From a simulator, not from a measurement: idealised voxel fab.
Process module name: voxel released beams
The cross-section on display is named cut; it measures 200 nm wide, and its cells are 5 nm squares.
In what follows, cross-sections appear as grids of square cells, described through bands that run from the top down, where every band is one or more rows of cells. For a band, the entry starts with two heights in nm, that of the top and then that of the bottom, and carries on with the band's materials in order from left to right, each alongside its width in nm; the word "all across" beside a single material means it fills the band edge to edge, and "empty" means empty space. Note: height 0 marks the level under which the wafer is uniformly one material as received. Lowest band unbounded below, written "z 0 and below". Quick explanation for "30..40": the width changes in equal steps down the rows of cells, from the first number in the band's top row to the second number in its bottom row. Where a step carries "left unchanged", the cross-section came out of it unchanged, cell for cell. So "Fully sealed cavities" is basically the list of trapped voids: any empty space of 8 cells or more that can't reach the top through an opening. They're written width x height at distance, the distance being from the left edge, and it's all nm. Formally, on a step line, whatever follows the settings is a remark that the simulator itself makes on the step. overlay nm: step with mask; distance mask lay right of planned place; negative value = left of planned place.
**Process steps foreseen in the plan**
1) RECEIVE [material Si]
2) CONFORMAL_DEP [material SiN] [thk nm 10]
3) DIRECTIONAL_DEP [material SiO2] [thk nm 20]
4) MASKED_ETCH [tone open] [mask id ANCHOR] [width nm 30] [etch materials SiO2] [depth nm 20] [overlay nm 0]
5) CONFORMAL_DEP [material TiN] [thk nm 10]
6) DIRECTIONAL_DEP [material aC] [thk nm 15]
7) PATTERN [tone cover] [mask id BEAM] [material resist] [width nm 100] [thk nm 30] [overlay nm 0]
8) DIRECTIONAL_ETCH [etch materials aC] [depth nm 15]
9) STRIP [etch materials resist]
10) DIRECTIONAL_ETCH [etch materials TiN] [depth nm 10]
11) STRIP [etch materials aC]
12) STRIP [etch materials SiO2]
**Cross-section of the incoming wafer, state after step 1**
- z 0 and below = Si all across
- Fully sealed cavities: none
**End state of the module in cross-section, given the above starting point and plan and one mistake in execution**
- z 30 to 20 = empty (45), TiN (15), empty (10), TiN (75), empty (55)
- z 20 to 10 = empty (50), TiN (10), empty (10), TiN (10), empty (120)
- z 10 to 0 = empty (50), TiN (30), empty (120)
- z 0 and below = Si all across
- Fully sealed cavities: none
Deviation from plan: plan step 2 skipped
